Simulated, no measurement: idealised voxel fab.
process module | voxel gate over fins
cross-section cut | 235 nm wide | cells 5 nm
A cross-section is a grid of square cells, given in bands from the top down. A band is one or more rows of cells.
Each band's line starts with the height of the band's top and of its bottom, in nm. Then come its materials from left to right, each with its width in nm. One material with "throughout" fills the band from edge to edge. "air" is empty space.
Height 0 is the level under which the wafer as received is all one material. The lowest band goes on downwards, as in "0 down".
A width such as "30 to 40" changes by the same amount from each row of cells to the next, from the band's top row to its bottom row.
"no change" after a step means that no cell of the cross-section changed.
closed voids: empty space of 8 cells or more with no open way to the top, each as width x height at its distance from the left edge, in nm
after a step's settings: what the simulator itself notes on the step
overlay nm, on a step with a mask: how far to the right of its planned place the mask lay; to the left if negative
plan
1 op RECEIVE | material Si
2 op CONFORMAL_DEP | material SiN | thk nm 5
3 op PATTERN | tone cover | mask id FINS | material resist | width nm 15 | pitch nm 50 | thk nm 20 | overlay nm 0
4 op DIRECTIONAL_ETCH | etch materials SiN | depth nm 5
5 op DIRECTIONAL_ETCH | etch materials Si | depth nm 30
6 op STRIP | etch materials resist
7 op FILL_DEP | material SiO2 | thk nm 5
8 op CMP | height nm 5
9 op PATTERN | tone open | mask id RAIL | material resist | width nm 15 | thk nm 20 | overlay nm 0
10 op DIRECTIONAL_ETCH | etch materials SiO2 | depth nm 30
11 op STRIP | etch materials resist
12 op CONFORMAL_DEP | material TiN | thk nm 5
13 op FILL_DEP | material Ru | thk nm 5
14 op CMP | height nm 5
15 op SELECTIVE_ETCH | etch materials W Ru TiN | depth nm 20
16 op FILL_DEP | material SiO2 | thk nm 5
17 op CMP | height nm 5
18 op SELECTIVE_ETCH | etch materials SiO2 | depth nm 15
19 op STRIP | etch materials SiN
20 op CONFORMAL_DEP | material HfO2 | thk nm 5
21 op CONFORMAL_DEP | material TiN | thk nm 5
22 op CONFORMAL_DEP | material TiAl | thk nm 5
23 op CONFORMAL_DEP | material TiN | thk nm 5
24 op FILL_DEP | material W | thk nm 15
25 op CMP | height nm 30
26 op CONFORMAL_DEP | material SiN | thk nm 10
as received, after step 1
  0 down: Si throughout
  closed voids: none
a wafer at the end: this start, this plan, one mistake
  40 to 30: SiN throughout
  30 to 20: W throughout
  20 to 15: W 65 | TiN 105 | W 65
  15 to 10: W 65 | TiN 5 | TiAl 45 | TiN 5 | TiAl 45 | TiN 5 | W 65
  10 to 5: W 65 | TiN 5 | TiAl 5 | TiN 35 | TiAl 5 | TiN 5 | TiAl 5 | TiN 35 | TiAl 5 | TiN 5 | W 65
  5 to 0: W 65 | TiN 5 | TiAl 5 | TiN 5 | HfO2 25 | TiN 5 | TiAl 5 | TiN 5 | TiAl 5 | TiN 5 | HfO2 25 | TiN 5 | TiAl 5 | TiN 5 | W 65
  0 to -5: W 65 | TiN 5 | TiAl 5 | TiN 5 | HfO2 5 | Si 15 | HfO2 5 | TiN 5 | TiAl 15 | TiN 5 | HfO2 5 | Si 15 | HfO2 5 | TiN 5 | TiAl 5 | TiN 5 | W 65
  -5 to -10: TiN 70 | TiAl 5 | TiN 5 | HfO2 5 | Si 15 | HfO2 5 | TiN 25 | HfO2 5 | Si 15 | HfO2 5 | TiN 5 | TiAl 5 | TiN 70
  -10 to -15: TiAl 75 | TiN 5 | HfO2 5 | Si 15 | HfO2 35 | Si 15 | HfO2 5 | TiN 5 | TiAl 75
  -15 to -20: TiN 80 | HfO2 5 | Si 15 | HfO2 10 | TiN 5 | Ru 5 | TiN 5 | HfO2 10 | Si 15 | HfO2 5 | TiN 80
  -20 to -25: HfO2 85 | Si 15 | HfO2 10 | TiN 15 | HfO2 10 | Si 15 | HfO2 85
  -25 to -30: SiO2 85 | Si 15 | SiO2 35 | Si 15 | SiO2 85
  -30 down: Si throughout
  closed voids: none
what went wrong: step 18 was run twice
